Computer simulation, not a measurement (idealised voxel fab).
Presented below is a process module, voxel wiring stack.
Pictured: cross-section cut, 205 nm wide, on a grid of 5 nm square cells.
Just so we're on the same page, the cross-sections are grids of square cells, and they're listed out in bands top to bottom, each band one or more rows deep. Read a band's entry like this: the first values are the height of its top and the height of its bottom in nm, and what follows is the sequence of materials from left to right, each with its width in nm. Note that "blank" is empty space, and that a single material marked "throughout" reaches across the band from edge to edge. Beneath 0, the wafer as received is one material, and that level is where height counting begins. The lowest band goes on downward without a bottom; it is written like "top 0, no bottom". Width "30..40": first value at the band's top row of cells, second value at its bottom row, equal change from row to row. "no change" means the step left every cell of the cross-section as it was. Basically, "Closed void register" tells you about the enclosed voids: empty spaces with no open way to the top, 8 cells or bigger, each written width x height at distance, where distance is from the left edge, all in nm. Where a step's line continues beyond its settings, the continuation is a remark by the simulator itself on that step. You can add "overlay nm" to a step's line. For a step with a mask, it describes how far the mask lay to the right of its planned position, and a negative number describes a lay to the left.
## Listed below are the process steps as planned
1: RECEIVE,material Si
2: CONFORMAL_DEP,material SiO2,thk nm 15
3: DIRECTIONAL_DEP,material TiN,thk nm 5
4: DIRECTIONAL_DEP,material W,thk nm 20
5: PATTERN,tone cover,mask id METAL_1,material resist,width nm 30,pitch nm 45,thk nm 15,overlay nm 0
6: DIRECTIONAL_ETCH,etch materials W,depth nm 20
7: DIRECTIONAL_ETCH,etch materials TiN,depth nm 5
8: STRIP,etch materials resist
9: FILL_DEP,material lowk,thk nm 10
10: CMP,height nm 40
11: CONFORMAL_DEP,material SiCN,thk nm 5
12: DIRECTIONAL_DEP,material lowk,thk nm 15
13: DIRECTIONAL_DEP,material aC,thk nm 15
14: PATTERN,tone open,mask id PLUG_1,material resist,width nm 15,pitch nm 45,thk nm 30,overlay nm 0
15: DIRECTIONAL_ETCH,etch materials aC,depth nm 15
16: STRIP,etch materials resist
17: DIRECTIONAL_ETCH,etch materials lowk,depth nm 15
18: DIRECTIONAL_ETCH,etch materials SiCN,depth nm 5
19: STRIP,etch materials aC
20: EPI,material Ru,thk nm 10
21: EPI,material Ru,thk nm 10
22: DIRECTIONAL_DEP,material TiN,thk nm 5
23: DIRECTIONAL_DEP,material Ru,thk nm 25
24: PATTERN,tone cover,mask id METAL_2,material resist,width nm 30,pitch nm 45,thk nm 15,overlay nm 0
25: DIRECTIONAL_ETCH,etch materials Ru,depth nm 25
26: DIRECTIONAL_ETCH,etch materials TiN,depth nm 5
27: STRIP,etch materials resist
28: FILL_DEP,material SiO2,thk nm 10
29: CMP,height nm 90
30: CONFORMAL_DEP,material SiCN,thk nm 5
31: DIRECTIONAL_DEP,material SiO2,thk nm 15
32: DIRECTIONAL_DEP,material aC,thk nm 15
33: PATTERN,tone open,mask id PLUG_2,material resist,width nm 15,pitch nm 90,thk nm 35,overlay nm 0
34: DIRECTIONAL_ETCH,etch materials aC,depth nm 15
35: STRIP,etch materials resist
36: DIRECTIONAL_ETCH,etch materials SiO2,depth nm 15
37: DIRECTIONAL_ETCH,etch materials SiCN,depth nm 5
38: STRIP,etch materials aC
39: CONFORMAL_DEP,material TiN,thk nm 5
40: FILL_DEP,material Ru,thk nm 5
41: CMP,height nm 110
42: DIRECTIONAL_DEP,material TiN,thk nm 5
43: DIRECTIONAL_DEP,material Ru,thk nm 15
44: MASKED_ETCH,tone cover,mask id METAL_3,width nm 30,pitch nm 45,etch materials Ru,depth nm 15,overlay nm 0
45: MASKED_ETCH,tone cover,mask id METAL_3,width nm 30,pitch nm 45,etch materials TiN,depth nm 5,overlay nm 0
46: CONFORMAL_DEP,material SiCN,thk nm 5
47: FILL_DEP,material SiO2,thk nm 5
48: CMP,height nm 130
49: CONFORMAL_DEP,material SiN,thk nm 5
## Shown in cross-section is the wafer as received, that is, as it stands after step 1
> top 0, no bottom = Si throughout
> Closed void register: none
## Here's the wafer cut in cross-section after the module, started and planned just like above, except one thing was done wrong in the run
> top 135, bottom 130 = SiN throughout
> top 130, bottom 115 = SiO2 (15), SiCN (5), Ru (30), SiCN (5), SiO2 (5), SiCN (5), Ru (30), SiCN (5), SiO2 (5), SiCN (5), Ru (30), SiCN (5), SiO2 (5), SiCN (5), Ru (30), SiCN (5), SiO2 (15)
> top 115, bottom 110 = SiCN (20), TiN (30), SiCN (15), TiN (30), SiCN (15), TiN (30), SiCN (15), TiN (30), SiCN (20)
> top 110, bottom 95 = SiO2 (20), TiN (5), Ru (5), TiN (5), SiO2 (75), TiN (5), Ru (5), TiN (5), SiO2 (80)
> top 95, bottom 90 = SiCN (20), TiN (15), SiCN (75), TiN (15), SiCN (80)
> top 90, bottom 85 = SiO2 (35), Ru (15), SiO2 (30), Ru (15), SiO2 (30), Ru (15), SiO2 (30), Ru (15), SiO2 (20)
> top 85, bottom 65 = SiO2 (20), Ru (30), SiO2 (15), Ru (30), SiO2 (15), Ru (30), SiO2 (15), Ru (30), SiO2 (20)
> top 65, bottom 60 = SiO2 (20), Ru (15), TiN (15), SiO2 (15), Ru (15), TiN (15), SiO2 (15), Ru (15), TiN (15), SiO2 (15), Ru (15), TiN (15), SiO2 (20)
> top 60, bottom 55 = SiCN (20), TiN (15), SiCN (30), TiN (15), SiCN (30), TiN (15), SiCN (30), TiN (15), SiCN (35)
> top 55, bottom 40 = lowk throughout
> top 40, bottom 20 = lowk (20), W (30), lowk (15), W (30), lowk (15), W (30), lowk (15), W (30), lowk (20)
> top 20, bottom 15 = lowk (20), TiN (30), lowk (15), TiN (30), lowk (15), TiN (30), lowk (15), TiN (30), lowk (20)
> top 15, bottom 0 = SiO2 throughout
> top 0, no bottom = Si throughout
> Closed void register: none
It is concluded that the wafer was processed incorrectly with respect to the plan, in that steps 11 and 12 were swapped
